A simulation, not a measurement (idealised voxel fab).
The document below concerns the process module designated voxel tone inversion.
For reference, the cross-section in this document is cut, with width 300 nm and square cells of 5 nm.
For the purposes of this document, a cross-section shall be understood as a grid of square cells, specified as bands listed in top-to-bottom order, each band consisting of one or more rows of cells.
A band entry consists of two parts. The first gives the height of the band's top and the height of its bottom, in nm. The rest lists the band's materials from left to right, each with its width in nm. A single material labelled with the word "all across" fills the band from edge to edge, and the word "empty" marks empty space.
We count height from 0. Below that, the starting wafer is all one material. The lowest band never ends at the bottom but goes on down; see "from 0 down" for how that is written.
Per-row width for "30 to 40": begins at first number (top row of band), ends at second number (bottom row), increment between rows held constant.
"no alteration" -> step changed no cross-section cell.
Look at "closed voids" for the closed voids: empty spaces with no open path to the top, sized 8 cells or up. Each is width x height at distance, distance from the left edge, all nm.
Where a step's line continues beyond its settings, the continuation is a remark by the simulator itself on that step.
"overlay nm" answers the question of how far to the right of plan the mask lay on a step that has a mask, and when it is negative the answer is to the left.
[The steps planned for the process are as follows]
- 1: RECEIVE (material Si)
- 2: CONFORMAL_DEP (material SiN; thk nm 5)
- 3: DIRECTIONAL_DEP (material aC; thk nm 25)
- 4: PATTERN (tone cover; mask id POSTS; material resist; width nm 20; pitch nm 35; thk nm 35; overlay nm 0)
- 5: DIRECTIONAL_ETCH (etch materials aC; depth nm 25)
- 6: STRIP (etch materials resist)
- 7: FILL_DEP (material SiO2; thk nm 5)
- 8: CMP (height nm 35)
- 9: STRIP (etch materials aC)
Wafer-to-wafer difference: thk nm, step 2. Common start. Plan = first wafer's value.
[Received condition of the first of several wafers, sectioned: post-step 1]
> from 0 down | Si all across
> closed voids: none
[Tabulated below, wafer by wafer, are the end-of-module results: for each material, the number of cells gained (+) or lost (-) relative to the as-received state, followed by the closed voids]
thk nm 5, +60 SiN, +320 SiO2, +40 aC, closed voids: none
thk nm 10, +120 SiN, +260 SiO2, closed voids: none
thk nm 15, +180 SiN, +208 SiO2, closed voids: none
thk nm 20, +240 SiN, +156 SiO2, closed voids: none
thk nm 25, +300 SiN, +104 SiO2, closed voids: none
